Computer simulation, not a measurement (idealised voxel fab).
This is a process module. Its name is voxel ribs on slabs.
Xsec cut, 185 nm wide, square cell size 5 nm.
Cross-section format: a grid of square cells, given as bands from top to bottom; each band is one or more rows of cells. Band entry format. Leading values: height of top, height of bottom, nm. Remainder: materials in left-to-right order, each with its width in nm. Special words: "throughout" on a single material, which then fills the band edge to edge; "air", empty space. Counting heights begins at 0, where everything beneath is, in the wafer as received, one material. The lowest band has no bottom; it goes on downwards, as "0..down" shows. When a width is written as two numbers, as in "30->40", the first number is the width in the top row of cells of the band and the second is the width in its bottom row, and the width changes by the same amount from each row to the next. "nothing altered" after a step means that no cell of the cross-section changed. This entry, "Closed void register", enumerates those empty regions of no fewer than 8 cells that possess no open connection to the top. Each region is reported in the form width x height at distance, the distance being taken from the left edge, with all three quantities expressed in nm. Read whatever lies past the settings on a step's line as the simulator's own remark about the step. "overlay nm", when on a step's line for a step with a mask, measures how far to the right of its planned place the mask lay; a negative measure means to the left. How should the pairs below be read? Each gives the cross-section before one process step and the cross-section after it, the latter drawn only to the lowest band that changed; the step that lies between them, with its settings, appears under the pair. Does a pair pick up where the pair above left off? Only where its entry headed "Ahead of processing" says so, since pairs can come from different runs of this module on the same starting wafer.
AHEAD OF PROCESSING
* 0..down | Si throughout
* Closed void register: none
POST-STEP APPEARANCE
* 25..0 | SiO2 throughout
* Lower than 0, everything is as it was.
* Closed void register: none
In between the before and after cross-sections above, the step is DIRECTIONAL_DEP, material SiO2, thk nm 25
Ahead of processing: carried over from the after image of the pair right above.
POST-STEP APPEARANCE
* 40..25 | polySi throughout
* Lower than 25, everything is as it was.
* Closed void register: none
In between the before and after cross-sections above, the step is DIRECTIONAL_DEP, material polySi, thk nm 15
Ahead of processing: carried over from the after image of the pair right above.
POST-STEP APPEARANCE
* 60..40 | air=85; resist=15; air=85
* Lower than 40, everything is as it was.
* Closed void register: none
In between the before and after cross-sections above, the step is PATTERN, tone cover, mask id RIB, material resist, width nm 15, thk nm 20, overlay nm 0
Ahead of processing: carried over from the after image of the pair right above.
POST-STEP APPEARANCE
* 60..40 | air=85; resist=15; air=85
* 40..35 | air=85; polySi=15; air=85
* Lower than 35, everything is as it was.
* Closed void register: none
In between the before and after cross-sections above, the step is DIRECTIONAL_ETCH, etch materials polySi, depth nm 5
Ahead of processing: carried over from the after image of the pair right above.
POST-STEP APPEARANCE
* 40..35 | air=85; polySi=15; air=85
* Lower than 35, everything is as it was.
* Closed void register: none
In between the before and after cross-sections above, the step is STRIP, etch materials resist
Ahead of processing: carried over from the after image of the pair right above.
POST-STEP APPEARANCE
* 60..40 | air=65; resist=55; air=65
* 40..35 | air=65; resist=20; polySi=15; resist=20; air=65
* Lower than 35, everything is as it was.
* Closed void register: none
In between the before and after cross-sections above, the step is PATTERN, tone cover, mask id SLAB, material resist, width nm 55, thk nm 20, overlay nm 0
Ahead of processing: carried over from the after image of the pair right above.
POST-STEP APPEARANCE
* 60..40 | air=65; resist=55; air=65
* 40..35 | air=65; resist=20; polySi=15; resist=20; air=65
* 35..25 | air=65; polySi=55; air=65
* Lower than 25, everything is as it was.
* Closed void register: none
In between the before and after cross-sections above, the step is DIRECTIONAL_ETCH, etch materials polySi, depth nm 10
Ahead of processing: carried over from the after image of the pair right above.
POST-STEP APPEARANCE
* 40..35 | air=85; polySi=15; air=85
* Lower than 35, everything is as it was.
* Closed void register: none
In between the before and after cross-sections above, the step is STRIP, etch materials resist
Ahead of processing: carried over from the after image of the pair right above.
POST-STEP APPEARANCE
* 60..40 | SiO2 throughout
* 40..35 | SiO2=85; polySi=15; SiO2=85
* 35..25 | SiO2=65; polySi=55; SiO2=65
* Lower than 25, everything is as it was.
* Closed void register: none
In between the before and after cross-sections above, the step is FILL_DEP, material SiO2, thk nm 20
Ahead of processing: carried over from the after image of the pair right above.
POST-STEP APPEARANCE
* 50..40 | SiO2 throughout
* Lower than 40, everything is as it was.
* Closed void register: none
In between the before and after cross-sections above, the step is CMP, height nm 50
Ahead of processing: carried over from the after image of the pair right above.
POST-STEP APPEARANCE
* 55..50 | TiN throughout
* Lower than 50, everything is as it was.
* Closed void register: none
In between the before and after cross-sections above, the step is DIRECTIONAL_DEP, material TiN, thk nm 5
Ahead of processing: carried over from the after image of the pair right above.
POST-STEP APPEARANCE
* 75..55 | air=80; resist=25; air=80
* Lower than 55, everything is as it was.
* Closed void register: none
In between the before and after cross-sections above, the step is PATTERN, tone cover, mask id HEATER, material resist, width nm 25, thk nm 20, overlay nm 0
Ahead of processing: carried over from the after image of the pair right above.
POST-STEP APPEARANCE
* 75..55 | air=80; resist=25; air=80
* 55..50 | air=80; TiN=25; air=80
* Lower than 50, everything is as it was.
* Closed void register: none
In between the before and after cross-sections above, the step is DIRECTIONAL_ETCH, etch materials TiN, depth nm 5
Ahead of processing: carried over from the after image of the pair right above.
POST-STEP APPEARANCE
* 55..50 | air=80; TiN=25; air=80
* Lower than 50, everything is as it was.
* Closed void register: none
In between the before and after cross-sections above, the step is STRIP, etch materials resist
Ahead of processing: carried over from the after image of the pair right above.
POST-STEP APPEARANCE
* 60..55 | air=75; SiO2=35; air=75
* 55..50 | SiO2=80; TiN=25; SiO2=80
* Lower than 50, everything is as it was.
* Closed void register: none
In between the before and after cross-sections above, the step is CONFORMAL_DEP, material SiO2, thk nm 5
AHEAD OF PROCESSING
* 40..25 | polySi throughout
* 25..0 | SiO2 throughout
* 0..down | Si throughout
* Closed void register: none
POST-STEP APPEARANCE
* 55..25 | polySi throughout
* Lower than 25, everything is as it was.
* Closed void register: none
In between the before and after cross-sections above, the step is DIRECTIONAL_DEP, material polySi, thk nm 15
Ahead of processing: carried over from the after image of the pair right above.
POST-STEP APPEARANCE
* 75..55 | air=85; resist=15; air=85
* Lower than 55, everything is as it was.
* Closed void register: none
In between the before and after cross-sections above, the step is PATTERN, tone cover, mask id RIB, material resist, width nm 15, thk nm 20, overlay nm 0
Ahead of processing: carried over from the after image of the pair right above.
POST-STEP APPEARANCE
* 75..55 | air=85; resist=15; air=85
* 55..50 | air=85; polySi=15; air=85
* Lower than 50, everything is as it was.
* Closed void register: none
In between the before and after cross-sections above, the step is DIRECTIONAL_ETCH, etch materials polySi, depth nm 5
Ahead of processing: carried over from the after image of the pair right above.
POST-STEP APPEARANCE
* 55..50 | air=85; polySi=15; air=85
* Lower than 50, everything is as it was.
* Closed void register: none
In between the before and after cross-sections above, the step is STRIP, etch materials resist
Ahead of processing: carried over from the after image of the pair right above.
POST-STEP APPEARANCE
* 75..55 | air=65; resist=55; air=65
* 55..50 | air=65; resist=20; polySi=15; resist=20; air=65
* Lower than 50, everything is as it was.
* Closed void register: none
In between the before and after cross-sections above, the step is PATTERN, tone cover, mask id SLAB, material resist, width nm 55, thk nm 20, overlay nm 0
Ahead of processing: carried over from the after image of the pair right above.
POST-STEP APPEARANCE
* 75..55 | air=65; resist=55; air=65
* 55..50 | air=65; resist=20; polySi=15; resist=20; air=65
* 50..40 | air=65; polySi=55; air=65
* Lower than 40, everything is as it was.
* Closed void register: none
In between the before and after cross-sections above, the step is DIRECTIONAL_ETCH, etch materials polySi, depth nm 10
Ahead of processing: carried over from the after image of the pair right above.
POST-STEP APPEARANCE
* 55..50 | air=85; polySi=15; air=85
* Lower than 50, everything is as it was.
* Closed void register: none
In between the before and after cross-sections above, the step is STRIP, etch materials resist
Ahead of processing: carried over from the after image of the pair right above.
POST-STEP APPEARANCE
* 75..55 | SiO2 throughout
* 55..50 | SiO2=85; polySi=15; SiO2=85
* 50..40 | SiO2=65; polySi=55; SiO2=65
* Lower than 40, everything is as it was.
* Closed void register: none
In between the before and after cross-sections above, the step is FILL_DEP, material SiO2, thk nm 20
Ahead of processing: carried over from the after image of the pair right above.
POST-STEP APPEARANCE
* 50..40 | SiO2=65; polySi=55; SiO2=65
* Lower than 40, everything is as it was.
* Closed void register: none
In between the before and after cross-sections above, the step is CMP, height nm 50
Ahead of processing: carried over from the after image of the pair right above.
POST-STEP APPEARANCE
* 55..50 | TiN throughout
* Lower than 50, everything is as it was.
* Closed void register: none
In between the before and after cross-sections above, the step is DIRECTIONAL_DEP, material TiN, thk nm 5
Ahead of processing: carried over from the after image of the pair right above.
POST-STEP APPEARANCE
* 75..55 | air=80; resist=25; air=80
* Lower than 55, everything is as it was.
* Closed void register: none
In between the before and after cross-sections above, the step is PATTERN, tone cover, mask id HEATER, material resist, width nm 25, thk nm 20, overlay nm 0
Ahead of processing: carried over from the after image of the pair right above.
POST-STEP APPEARANCE
* 75..55 | air=80; resist=25; air=80
* 55..50 | air=80; TiN=25; air=80
* Lower than 50, everything is as it was.
* Closed void register: none
In between the before and after cross-sections above, the step is DIRECTIONAL_ETCH, etch materials TiN, depth nm 5
Ahead of processing: carried over from the after image of the pair right above.
POST-STEP APPEARANCE
* 55..50 | air=80; TiN=25; air=80
* Lower than 50, everything is as it was.
* Closed void register: none
In between the before and after cross-sections above, the step is STRIP, etch materials resist
Ahead of processing: carried over from the after image of the pair right above.
POST-STEP APPEARANCE
* 60..55 | air=75; SiO2=35; air=75
* 55..50 | SiO2=80; TiN=25; SiO2=80
* Lower than 50, everything is as it was.
* Closed void register: none
In between the before and after cross-sections above, the step is CONFORMAL_DEP, material SiO2, thk nm 5
AHEAD OF PROCESSING
* 25..0 | SiO2 throughout
* 0..down | Si throughout
* Closed void register: none
POST-STEP APPEARANCE
* 45..25 | air=85; resist=15; air=85
* Lower than 25, everything is as it was.
* Closed void register: none
In between the before and after cross-sections above, the step is PATTERN, tone cover, mask id RIB, material resist, width nm 15, thk nm 20, overlay nm 0
Ahead of processing: carried over from the after image of the pair right above.
POST-STEP APPEARANCE
* 60..45 | air=85; polySi=15; air=85
* 45..40 | air=85; resist=15; air=85
* 40..25 | polySi=85; resist=15; polySi=85
* Lower than 25, everything is as it was.
* Closed void register: none
In between the before and after cross-sections above, the step is DIRECTIONAL_DEP, material polySi, thk nm 15
Ahead of processing: carried over from the after image of the pair right above.
POST-STEP APPEARANCE
* 55..45 | air=85; polySi=15; air=85
* 45..35 | air=85; resist=15; air=85
* Lower than 35, everything is as it was.
* Closed void register: none
In between the before and after cross-sections above, the step is DIRECTIONAL_ETCH, etch materials polySi, depth nm 5
Ahead of processing: carried over from the after image of the pair right above.
POST-STEP APPEARANCE
* 35..25 | polySi=85; air=15; polySi=85
* Lower than 25, everything is as it was.
* Closed void register: none
In between the before and after cross-sections above, the step is STRIP, etch materials resist
Ahead of processing: carried over from the after image of the pair right above.
POST-STEP APPEARANCE
* 55..35 | air=65; resist=55; air=65
* 35..25 | polySi=85; resist=15; polySi=85
* Lower than 25, everything is as it was.
* Closed void register: none
In between the before and after cross-sections above, the step is PATTERN, tone cover, mask id SLAB, material resist, width nm 55, thk nm 20, overlay nm 0
Ahead of processing: carried over from the after image of the pair right above.
POST-STEP APPEARANCE
* 55..35 | air=65; resist=55; air=65
* 35..25 | air=65; polySi=20; resist=15; polySi=20; air=65
* Lower than 25, everything is as it was.
* Closed void register: none
In between the before and after cross-sections above, the step is DIRECTIONAL_ETCH, etch materials polySi, depth nm 10
Ahead of processing: carried over from the after image of the pair right above.
POST-STEP APPEARANCE
* 35..25 | air=65; polySi=20; air=15; polySi=20; air=65
* Lower than 25, everything is as it was.
* Closed void register: none
In between the before and after cross-sections above, the step is STRIP, etch materials resist
Ahead of processing: carried over from the after image of the pair right above.
POST-STEP APPEARANCE
* 55..35 | SiO2 throughout
* 35..25 | SiO2=65; polySi=20; SiO2=15; polySi=20; SiO2=65
* Lower than 25, everything is as it was.
* Closed void register: none
In between the before and after cross-sections above, the step is FILL_DEP, material SiO2, thk nm 20
Ahead of processing: carried over from the after image of the pair right above.
POST-STEP APPEARANCE
* 50..35 | SiO2 throughout
* Lower than 35, everything is as it was.
* Closed void register: none
In between the before and after cross-sections above, the step is CMP, height nm 50
Ahead of processing: carried over from the after image of the pair right above.
POST-STEP APPEARANCE
* 55..50 | TiN throughout
* Lower than 50, everything is as it was.
* Closed void register: none
In between the before and after cross-sections above, the step is DIRECTIONAL_DEP, material TiN, thk nm 5
Ahead of processing: carried over from the after image of the pair right above.
POST-STEP APPEARANCE
* 75..55 | air=80; resist=25; air=80
* Lower than 55, everything is as it was.
* Closed void register: none
In between the before and after cross-sections above, the step is PATTERN, tone cover, mask id HEATER, material resist, width nm 25, thk nm 20, overlay nm 0
Ahead of processing: carried over from the after image of the pair right above.
POST-STEP APPEARANCE
* 75..55 | air=80; resist=25; air=80
* 55..50 | air=80; TiN=25; air=80
* Lower than 50, everything is as it was.
* Closed void register: none
In between the before and after cross-sections above, the step is DIRECTIONAL_ETCH, etch materials TiN, depth nm 5
Ahead of processing: carried over from the after image of the pair right above.
POST-STEP APPEARANCE
* 55..50 | air=80; TiN=25; air=80
* Lower than 50, everything is as it was.
* Closed void register: none
In between the before and after cross-sections above, the step is STRIP, etch materials resist
Ahead of processing: carried over from the after image of the pair right above.
POST-STEP APPEARANCE
* 60..55 | air=75; SiO2=35; air=75
* 55..50 | SiO2=80; TiN=25; SiO2=80
* Lower than 50, everything is as it was.
* Closed void register: none
In between the before and after cross-sections above, the step is CONFORMAL_DEP, material SiO2, thk nm 5
AHEAD OF PROCESSING
* 25..0 | SiO2 throughout
* 0..down | Si throughout
* Closed void register: none
POST-STEP APPEARANCE
* 35..25 | polySi throughout
* Lower than 25, everything is as it was.
* Closed void register: none
In between the before and after cross-sections above, the step is DIRECTIONAL_DEP, material polySi, thk nm 10
Ahead of processing: carried over from the after image of the pair right above.
POST-STEP APPEARANCE
* 55..35 | air=85; resist=15; air=85
* Lower than 35, everything is as it was.
* Closed void register: none
In between the before and after cross-sections above, the step is PATTERN, tone cover, mask id RIB, material resist, width nm 15, thk nm 20, overlay nm 0
Ahead of processing: carried over from the after image of the pair right above.
POST-STEP APPEARANCE
* 55..35 | air=85; resist=15; air=85
* 35..30 | air=85; polySi=15; air=85
* Lower than 30, everything is as it was.
* Closed void register: none
In between the before and after cross-sections above, the step is DIRECTIONAL_ETCH, etch materials polySi, depth nm 5
Ahead of processing: carried over from the after image of the pair right above.
POST-STEP APPEARANCE
* 35..30 | air=85; polySi=15; air=85
* Lower than 30, everything is as it was.
* Closed void register: none
In between the before and after cross-sections above, the step is STRIP, etch materials resist
Ahead of processing: carried over from the after image of the pair right above.
POST-STEP APPEARANCE
* 55..35 | air=65; resist=55; air=65
* 35..30 | air=65; resist=20; polySi=15; resist=20; air=65
* Lower than 30, everything is as it was.
* Closed void register: none
In between the before and after cross-sections above, the step is PATTERN, tone cover, mask id SLAB, material resist, width nm 55, thk nm 20, overlay nm 0
Ahead of processing: carried over from the after image of the pair right above.
POST-STEP APPEARANCE
* 55..35 | air=65; resist=55; air=65
* 35..30 | air=65; resist=20; polySi=15; resist=20; air=65
* 30..25 | air=65; polySi=55; air=65
* Lower than 25, everything is as it was.
* Closed void register: none
In between the before and after cross-sections above, the step is DIRECTIONAL_ETCH, etch materials polySi, depth nm 10
Ahead of processing: carried over from the after image of the pair right above.
POST-STEP APPEARANCE
* 35..25 | air=85->65; polySi=15->55; air=85->65
* Lower than 25, everything is as it was.
* Closed void register: none
In between the before and after cross-sections above, the step is STRIP, etch materials resist
Ahead of processing: carried over from the after image of the pair right above.
POST-STEP APPEARANCE
* 55..35 | SiO2 throughout
* 35..25 | SiO2=85->65; polySi=15->55; SiO2=85->65
* Lower than 25, everything is as it was.
* Closed void register: none
In between the before and after cross-sections above, the step is FILL_DEP, material SiO2, thk nm 20
Ahead of processing: carried over from the after image of the pair right above.
POST-STEP APPEARANCE
* 50..35 | SiO2 throughout
* Lower than 35, everything is as it was.
* Closed void register: none
In between the before and after cross-sections above, the step is CMP, height nm 50
Ahead of processing: carried over from the after image of the pair right above.
POST-STEP APPEARANCE
* 55..50 | TiN throughout
* Lower than 50, everything is as it was.
* Closed void register: none
In between the before and after cross-sections above, the step is DIRECTIONAL_DEP, material TiN, thk nm 5
Ahead of processing: carried over from the after image of the pair right above.
POST-STEP APPEARANCE
* 75..55 | air=80; resist=25; air=80
* Lower than 55, everything is as it was.
* Closed void register: none
In between the before and after cross-sections above, the step is PATTERN, tone cover, mask id HEATER, material resist, width nm 25, thk nm 20, overlay nm 0
Ahead of processing: carried over from the after image of the pair right above.
POST-STEP APPEARANCE
* 75..55 | air=80; resist=25; air=80
* 55..50 | air=80; TiN=25; air=80
* Lower than 50, everything is as it was.
* Closed void register: none
In between the before and after cross-sections above, the step is DIRECTIONAL_ETCH, etch materials TiN, depth nm 5
Ahead of processing: carried over from the after image of the pair right above.
POST-STEP APPEARANCE
* 55..50 | air=80; TiN=25; air=80
* Lower than 50, everything is as it was.
* Closed void register: none
In between the before and after cross-sections above, the step is STRIP, etch materials resist
Ahead of processing: carried over from the after image of the pair right above.
POST-STEP APPEARANCE
* 60..55 | air=75; SiO2=35; air=75
* 55..50 | SiO2=80; TiN=25; SiO2=80
* Lower than 50, everything is as it was.
* Closed void register: none
In between the before and after cross-sections above, the step is CONFORMAL_DEP, material SiO2, thk nm 5
AHEAD OF PROCESSING
* 40..35 | air=85; polySi=15; air=85
* 35..25 | polySi throughout
* 25..0 | SiO2 throughout
* 0..down | Si throughout
* Closed void register: none
POST-STEP APPEARANCE
* 60..40 | air=70; resist=45; air=70
* 40..35 | air=70; resist=15; polySi=15; resist=15; air=70
* Lower than 35, everything is as it was.
* Closed void register: none
In between the before and after cross-sections above, the step is PATTERN, tone cover, mask id SLAB, material resist, width nm 45, thk nm 20, overlay nm 0
Ahead of processing: carried over from the after image of the pair right above.
POST-STEP APPEARANCE
* 60..40 | air=70; resist=45; air=70
* 40..35 | air=70; resist=15; polySi=15; resist=15; air=70
* 35..25 | air=70; polySi=45; air=70
* Lower than 25, everything is as it was.
* Closed void register: none
In between the before and after cross-sections above, the step is DIRECTIONAL_ETCH, etch materials polySi, depth nm 10
Ahead of processing: carried over from the after image of the pair right above.
POST-STEP APPEARANCE
* 40..35 | air=85; polySi=15; air=85
* Lower than 35, everything is as it was.
* Closed void register: none
In between the before and after cross-sections above, the step is STRIP, etch materials resist
Ahead of processing: carried over from the after image of the pair right above.
POST-STEP APPEARANCE
* 60..40 | SiO2 throughout
* 40..35 | SiO2=85; polySi=15; SiO2=85
* 35..25 | SiO2=70; polySi=45; SiO2=70
* Lower than 25, everything is as it was.
* Closed void register: none
In between the before and after cross-sections above, the step is FILL_DEP, material SiO2, thk nm 20
Ahead of processing: carried over from the after image of the pair right above.
POST-STEP APPEARANCE
* 50..40 | SiO2 throughout
* Lower than 40, everything is as it was.
* Closed void register: none
In between the before and after cross-sections above, the step is CMP, height nm 50
Ahead of processing: carried over from the after image of the pair right above.
POST-STEP APPEARANCE
* 55..50 | TiN throughout
* Lower than 50, everything is as it was.
* Closed void register: none
In between the before and after cross-sections above, the step is DIRECTIONAL_DEP, material TiN, thk nm 5
Ahead of processing: carried over from the after image of the pair right above.
POST-STEP APPEARANCE
* 75..55 | air=80; resist=25; air=80
* Lower than 55, everything is as it was.
* Closed void register: none
In between the before and after cross-sections above, the step is PATTERN, tone cover, mask id HEATER, material resist, width nm 25, thk nm 20, overlay nm 0
Ahead of processing: carried over from the after image of the pair right above.
POST-STEP APPEARANCE
* 75..55 | air=80; resist=25; air=80
* 55..50 | air=80; TiN=25; air=80
* Lower than 50, everything is as it was.
* Closed void register: none
In between the before and after cross-sections above, the step is DIRECTIONAL_ETCH, etch materials TiN, depth nm 5
Ahead of processing: carried over from the after image of the pair right above.
POST-STEP APPEARANCE
* 55..50 | air=80; TiN=25; air=80
* Lower than 50, everything is as it was.
* Closed void register: none
In between the before and after cross-sections above, the step is STRIP, etch materials resist
Ahead of processing: carried over from the after image of the pair right above.
POST-STEP APPEARANCE
* 60..55 | air=75; SiO2=35; air=75
* 55..50 | SiO2=80; TiN=25; SiO2=80
* Lower than 50, everything is as it was.
* Closed void register: none
In between the before and after cross-sections above, the step is CONFORMAL_DEP, material SiO2, thk nm 5
AHEAD OF PROCESSING
* 55..50 | TiN throughout
* 50..40 | SiO2 throughout
* 40..35 | SiO2=85; polySi=15; SiO2=85
* 35..25 | SiO2=65; polySi=55; SiO2=65
* 25..0 | SiO2 throughout
* 0..down | Si throughout
* Closed void register: none
POST-STEP APPEARANCE
* 75..55 | air=90; resist=25; air=70
* Lower than 55, everything is as it was.
* Closed void register: none
In between the before and after cross-sections above, the step is PATTERN, tone cover, mask id HEATER, material resist, width nm 25, thk nm 20, overlay nm 10
Ahead of processing: carried over from the after image of the pair right above.
POST-STEP APPEARANCE
* 75..55 | air=90; resist=25; air=70
* 55..50 | air=90; TiN=25; air=70
* Lower than 50, everything is as it was.
* Closed void register: none
In between the before and after cross-sections above, the step is DIRECTIONAL_ETCH, etch materials TiN, depth nm 5
Ahead of processing: carried over from the after image of the pair right above.
POST-STEP APPEARANCE
* 55..50 | air=90; TiN=25; air=70
* Lower than 50, everything is as it was.
* Closed void register: none
In between the before and after cross-sections above, the step is STRIP, etch materials resist
Ahead of processing: carried over from the after image of the pair right above.
POST-STEP APPEARANCE
* 60..55 | air=85; SiO2=35; air=65
* 55..50 | SiO2=90; TiN=25; SiO2=70
* Lower than 50, everything is as it was.
* Closed void register: none
In between the before and after cross-sections above, the step is CONFORMAL_DEP, material SiO2, thk nm 5
AHEAD OF PROCESSING
* 50..40 | SiO2 throughout
* 40..35 | SiO2=85; polySi=15; SiO2=85
* 35..25 | SiO2=65; polySi=55; SiO2=65
* 25..0 | SiO2 throughout
* 0..down | Si throughout
* Closed void register: none
POST-STEP APPEARANCE
* 55..40 | SiO2 throughout
* Lower than 40, everything is as it was.
* Closed void register: none
In between the before and after cross-sections above, the step is DIRECTIONAL_DEP, material SiO2, thk nm 5
Ahead of processing: carried over from the after image of the pair right above.
POST-STEP APPEARANCE
* 75..55 | air=80; resist=25; air=80
* Lower than 55, everything is as it was.
* Closed void register: none
In between the before and after cross-sections above, the step is PATTERN, tone cover, mask id HEATER, material resist, width nm 25, thk nm 20, overlay nm 0
Ahead of processing: carried over from the after image of the pair right above.
POST-STEP APPEARANCE
* 55..40 | SiO2 throughout
* Lower than 40, everything is as it was.
* Closed void register: none
In between the before and after cross-sections above, the step is STRIP, etch materials resist
Ahead of processing: carried over from the after image of the pair right above.
POST-STEP APPEARANCE
* 60..40 | SiO2 throughout
* Lower than 40, everything is as it was.
* Closed void register: none
In between the before and after cross-sections above, the step is CONFORMAL_DEP, material SiO2, thk nm 5
AHEAD OF PROCESSING
* 40..25 | polySi throughout
* 25..0 | SiO2 throughout
* 0..down | Si throughout
* Closed void register: none
POST-STEP APPEARANCE
* 60..40 | resist=85; air=15; resist=85
* Lower than 40, everything is as it was.
* Closed void register: none
In between the before and after cross-sections above, the step is PATTERN, tone open, mask id RIB, material resist, width nm 15, thk nm 20, overlay nm 0
Ahead of processing: carried over from the after image of the pair right above.
POST-STEP APPEARANCE
* 60..40 | resist=85; air=15; resist=85
* 40..35 | polySi=85; air=15; polySi=85
* Lower than 35, everything is as it was.
* Closed void register: none
In between the before and after cross-sections above, the step is DIRECTIONAL_ETCH, etch materials polySi, depth nm 5
Ahead of processing: carried over from the after image of the pair right above.
POST-STEP APPEARANCE
* 40..35 | polySi=85; air=15; polySi=85
* Lower than 35, everything is as it was.
* Closed void register: none
In between the before and after cross-sections above, the step is STRIP, etch materials resist
Ahead of processing: carried over from the after image of the pair right above.
POST-STEP APPEARANCE
* 60..40 | air=65; resist=55; air=65
* 40..35 | polySi=85; resist=15; polySi=85
* Lower than 35, everything is as it was.
* Closed void register: none
In between the before and after cross-sections above, the step is PATTERN, tone cover, mask id SLAB, material resist, width nm 55, thk nm 20, overlay nm 0
Ahead of processing: carried over from the after image of the pair right above.
POST-STEP APPEARANCE
* 60..40 | air=65; resist=55; air=65
* 40..35 | air=65; polySi=20; resist=15; polySi=20; air=65
* 35..30 | air=65; polySi=55; air=65
* Lower than 30, everything is as it was.
* Closed void register: none
In between the before and after cross-sections above, the step is DIRECTIONAL_ETCH, etch materials polySi, depth nm 10
Ahead of processing: carried over from the after image of the pair right above.
POST-STEP APPEARANCE
* 40..35 | air=65; polySi=20; air=15; polySi=20; air=65
* Lower than 35, everything is as it was.
* Closed void register: none
In between the before and after cross-sections above, the step is STRIP, etch materials resist
Ahead of processing: carried over from the after image of the pair right above.
POST-STEP APPEARANCE
* 60..40 | SiO2 throughout
* 40..35 | SiO2=65; polySi=20; SiO2=15; polySi=20; SiO2=65
* 35..30 | SiO2=65; polySi=55; SiO2=65
* Lower than 30, everything is as it was.
* Closed void register: none
In between the before and after cross-sections above, the step is FILL_DEP, material SiO2, thk nm 20
Ahead of processing: carried over from the after image of the pair right above.
POST-STEP APPEARANCE
* 50..40 | SiO2 throughout
* Lower than 40, everything is as it was.
* Closed void register: none
In between the before and after cross-sections above, the step is CMP, height nm 50
Ahead of processing: carried over from the after image of the pair right above.
POST-STEP APPEARANCE
* 55..50 | TiN throughout
* Lower than 50, everything is as it was.
* Closed void register: none
In between the before and after cross-sections above, the step is DIRECTIONAL_DEP, material TiN, thk nm 5
Ahead of processing: carried over from the after image of the pair right above.
POST-STEP APPEARANCE
* 75..55 | air=80; resist=25; air=80
* Lower than 55, everything is as it was.
* Closed void register: none
In between the before and after cross-sections above, the step is PATTERN, tone cover, mask id HEATER, material resist, width nm 25, thk nm 20, overlay nm 0
Ahead of processing: carried over from the after image of the pair right above.
POST-STEP APPEARANCE
* 75..55 | air=80; resist=25; air=80
* 55..50 | air=80; TiN=25; air=80
* Lower than 50, everything is as it was.
* Closed void register: none
In between the before and after cross-sections above, the step is DIRECTIONAL_ETCH, etch materials TiN, depth nm 5
Ahead of processing: carried over from the after image of the pair right above.
POST-STEP APPEARANCE
* 55..50 | air=80; TiN=25; air=80
* Lower than 50, everything is as it was.
* Closed void register: none
In between the before and after cross-sections above, the step is STRIP, etch materials resist
Ahead of processing: carried over from the after image of the pair right above.
POST-STEP APPEARANCE
* 60..55 | air=75; SiO2=35; air=75
* 55..50 | SiO2=80; TiN=25; SiO2=80
* Lower than 50, everything is as it was.
* Closed void register: none
In between the before and after cross-sections above, the step is CONFORMAL_DEP, material SiO2, thk nm 5
